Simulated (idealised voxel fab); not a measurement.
process module | voxel wiring stack
cross-section cut | 235 nm wide | cells 5 nm
A cross-section is a grid of square cells, given in bands from the top down. A band is one or more rows of cells.
Each band's line starts with the height of the band's top and of its bottom, in nm. Then come its materials from left to right, each with its width in nm. One material with "throughout" fills the band from edge to edge. "air" is empty space.
Height 0 is the level under which the wafer as received is all one material. The lowest band goes on downwards, as in "0 down".
A width such as "30 to 40" changes by the same amount from each row of cells to the next, from the band's top row to its bottom row.
"no change" after a step means that no cell of the cross-section changed.
closed voids: empty space of 8 cells or more with no open way to the top, each as width x height at its distance from the left edge, in nm
after a step's settings: what the simulator itself notes on the step
overlay nm, on a step with a mask: how far to the right of its planned place the mask lay; to the left if negative
plan
1 op RECEIVE | material Si
2 op CONFORMAL_DEP | material SiO2 | thk nm 15
3 op DIRECTIONAL_DEP | material TiN | thk nm 5
4 op DIRECTIONAL_DEP | material Ru | thk nm 25
5 op MASKED_ETCH | tone cover | mask id METAL_1 | width nm 20 | pitch nm 45 | etch materials Ru | depth nm 25 | overlay nm 0
6 op MASKED_ETCH | tone cover | mask id METAL_1 | width nm 20 | pitch nm 45 | etch materials TiN | depth nm 5 | overlay nm 0
7 op FILL_DEP | material SiO2 | thk nm 10
8 op CMP | height nm 45
9 op CONFORMAL_DEP | material SiCN | thk nm 5
10 op DIRECTIONAL_DEP | material lowk | thk nm 10
11 op DIRECTIONAL_DEP | material aC | thk nm 15
12 op PATTERN | tone open | mask id PLUG_1 | material resist | width nm 15 | pitch nm 90 | thk nm 35 | overlay nm 0
13 op DIRECTIONAL_ETCH | etch materials aC | depth nm 15
14 op STRIP | etch materials resist
15 op DIRECTIONAL_ETCH | etch materials lowk | depth nm 10
16 op DIRECTIONAL_ETCH | etch materials SiCN | depth nm 5
17 op STRIP | etch materials aC
18 op CONFORMAL_DEP | material TiN | thk nm 5
19 op FILL_DEP | material Cu | thk nm 10
20 op CMP | height nm 60
21 op DIRECTIONAL_DEP | material TiN | thk nm 5
22 op DIRECTIONAL_DEP | material W | thk nm 15
23 op MASKED_ETCH | tone cover | mask id METAL_2 | width nm 20 | pitch nm 45 | etch materials W | depth nm 15 | overlay nm 0
24 op MASKED_ETCH | tone cover | mask id METAL_2 | width nm 20 | pitch nm 45 | etch materials TiN | depth nm 5 | overlay nm 0
25 op CONFORMAL_DEP | material SiCN | thk nm 5
26 op FILL_DEP | material lowk | thk nm 10
27 op CMP | height nm 80
28 op CONFORMAL_DEP | material SiN | thk nm 5
as received, after step 1
  0 down: Si throughout
  closed voids: none
a wafer at the end: this start, this plan, one mistake
  85 to 80: SiN throughout
  80 to 75: lowk 35 | SiCN 5 | W 20 | SiCN 5 | lowk 15 | SiCN 5 | W 20 | SiCN 5 | lowk 15 | SiCN 5 | W 20 | SiCN 5 | lowk 15 | SiCN 5 | W 20 | SiCN 5 | lowk 35
  75 to 70: SiCN 40 | TiN 20 | SiCN 25 | TiN 20 | SiCN 25 | TiN 20 | SiCN 25 | TiN 20 | SiCN 40
  70 to 60: TiN throughout
  60 to 50: lowk 40 | TiN 5 | Cu 5 | TiN 5 | lowk 75 | TiN 5 | Cu 5 | TiN 5 | lowk 90
  50 to 45: SiCN 40 | TiN 15 | SiCN 75 | TiN 15 | SiCN 90
  45 to 20: SiO2 40 | Ru 20 | SiO2 25 | Ru 20 | SiO2 25 | Ru 20 | SiO2 25 | Ru 20 | SiO2 40
  20 to 15: SiO2 40 | TiN 20 | SiO2 25 | TiN 20 | SiO2 25 | TiN 20 | SiO2 25 | TiN 20 | SiO2 40
  15 to 0: SiO2 throughout
  0 down: Si throughout
  closed voids: none
what went wrong: step 21 ran as: op DIRECTIONAL_DEP | material TiN | thk nm 15
